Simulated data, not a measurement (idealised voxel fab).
voxel lift off: a process module
The cross-section shown here is cut; it is 290 nm wide and divided into square cells measuring 5 nm on a side.
When this document writes out a cross-section, it uses a grid of square cells and lists it as bands, beginning at the top and moving down, with a band standing for one or more rows of cells.
Band: top and bottom heights (nm) first, top before bottom; then materials from left to right, widths in nm. "throughout" marks a sole material filling the band edge to edge. "blank" denotes empty space.
Heights are measured from 0, the level below which the as-received wafer is all one material; the lowest band has no bottom and continues downward, written as in "0 -> down".
A two-number width, for instance "30 to 40", indicates that the width is equal to the first number in the top row of the band and to the second number in the bottom row, and that it changes by a constant amount per row of cells.
A step reported as "nothing altered" is a step in which no cell of the cross-section changed.
Closed empty spaces (no open way to the top) of 8 cells or more are what "Closed internal voids" lists, each as width x height at distance from the left edge, nm for all three.
The remark found on a step's line after its settings is issued by the simulator itself and pertains to that step.
The optional step-line setting "overlay nm" applies to steps with a mask and quantifies how far to the right of its planned location the mask lay, a negative value indicating leftward placement.

[This section lists the process steps that were planned]
step 1: RECEIVE | material Si
step 2: CONFORMAL_DEP | material SiO2 | thk nm 5
step 3: PATTERN | tone open | mask id LINES | material resist | width nm 20 | pitch nm 35 | thk nm 20 | overlay nm 0
step 4: DIRECTIONAL_DEP | material Ru | thk nm 10
step 5: STRIP | etch materials resist
step 6: CONFORMAL_DEP | material SiCN | thk nm 5
Quick note for whoever runs this: the wafers start identical, but the thk nm at step 2 isn't the same across them. The plan just shows what the first wafer had.

[The first of several wafers in cross-section, exactly as it reached us after step 1]
	0 -> down: Si throughout
	Closed internal voids: none

[First of several wafers: cross-section at the end of the module, after step 6, its last step]
	20 -> 15: blank: 75 / SiCN: 30 / blank: 5 / SiCN: 30 / blank: 5 / SiCN: 30 / blank: 5 / SiCN: 30 / blank: 80
	15 -> 10: blank: 75 / SiCN: 5 / Ru: 20 / SiCN: 5 / blank: 5 / SiCN: 5 / Ru: 20 / SiCN: 5 / blank: 5 / SiCN: 5 / Ru: 20 / SiCN: 5 / blank: 5 / SiCN: 5 / Ru: 20 / SiCN: 5 / blank: 80
	10 -> 5: SiCN: 80 / Ru: 20 / SiCN: 15 / Ru: 20 / SiCN: 15 / Ru: 20 / SiCN: 15 / Ru: 20 / SiCN: 85
	5 -> 0: SiO2 throughout
	0 -> down: Si throughout
	Closed internal voids: none

[Last-wafer cross-section at the end of the module]
	40 -> 35: blank: 75 / SiCN: 30 / blank: 5 / SiCN: 30 / blank: 5 / SiCN: 30 / blank: 5 / SiCN: 30 / blank: 80
	35 -> 30: blank: 75 / SiCN: 5 / Ru: 20 / SiCN: 5 / blank: 5 / SiCN: 5 / Ru: 20 / SiCN: 5 / blank: 5 / SiCN: 5 / Ru: 20 / SiCN: 5 / blank: 5 / SiCN: 5 / Ru: 20 / SiCN: 5 / blank: 80
	30 -> 25: SiCN: 80 / Ru: 20 / SiCN: 15 / Ru: 20 / SiCN: 15 / Ru: 20 / SiCN: 15 / Ru: 20 / SiCN: 85
	25 -> 0: SiO2 throughout
	0 -> down: Si throughout
	Closed internal voids: none

[So in this table every wafer gets its own row, and what you see is where it stands at the end of the module: for each material, how many cells it picked up (+) or gave up (-) since we received it, and after that its closed voids]
thk nm 5; +32 Ru; +74 SiCN; +58 SiO2; Closed internal voids: none
thk nm 10; +32 Ru; +74 SiCN; +116 SiO2; Closed internal voids: none
thk nm 15; +32 Ru; +74 SiCN; +174 SiO2; Closed internal voids: none
thk nm 20; +32 Ru; +74 SiCN; +232 SiO2; Closed internal voids: none
thk nm 25; +32 Ru; +74 SiCN; +290 SiO2; Closed internal voids: none
